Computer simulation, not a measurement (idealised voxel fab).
The following process module bears the name voxel fin reveal.
We display cut, a cross-section 295 nm in width whose square cells are each 5 nm.
Reading order for cross-sections: top band down to bottom band. Underlying form: a grid of square cells. Band size: one or more rows of cells.
Band: top height; bottom height; in nm. Then, left to right: material with width in nm, for each material. "everywhere": a single material spanning edge to edge. "empty": empty space.
Zero point of the height axis is 0; under it, received wafer = one material. Lowest band: continues down indefinitely, "0 -> down".
Width "30->40": first value at the band's top row of cells, second value at its bottom row, equal change from row to row.
Where the words "nothing altered" appear for a step, the cross-section shows no cell changed by that step; every cell remained as before.
Empty spaces counting at least 8 cells and having no open way to the top are listed in "Closed cavity list". The notation width x height at distance is used for each, the distance being from the left edge and all three values in nm.
Heads up: the bit after the settings on a step's line is the simulator's remark on that step.
For masked steps, "overlay nm" on the step line gives how far right of plan the mask actually lay; a minus sign means it lay to the left.
Process steps (planned)
step 1: RECEIVE with material Si
step 2: CONFORMAL_DEP with material SiN, thk nm 10
step 3: MASKED_ETCH with tone cover, mask id FINS, width nm 15, pitch nm 45, etch materials SiN, depth nm 10, overlay nm 0
step 4: MASKED_ETCH with tone cover, mask id FINS, width nm 15, pitch nm 45, etch materials Si, depth nm 40, overlay nm 0
step 5: OXIDIZE with depth nm 5
step 6: FILL_DEP with material SiO2, thk nm 15
step 7: CMP with height nm 10
step 8: SELECTIVE_ETCH with etch materials SiO2, depth nm 25
step 9: STRIP with etch materials SiN
As received (post step 1): cross-section
> 0 -> down | Si everywhere
> Closed cavity list: none
Look at the cross-section after the module: the wafer started out the way shown above and the plan was the one shown above, yet one mistake was made along the way
> -5 -> -15 | empty (120)  Si (5)  empty (40)  Si (5)  empty (125)
> -15 -> -45 | SiO2 (120)  Si (5)  SiO2 (40)  Si (5)  SiO2 (125)
> -45 -> down | Si everywhere
> Closed cavity list: none
Diagnosis: the plan's step 2 was left out and never carried out
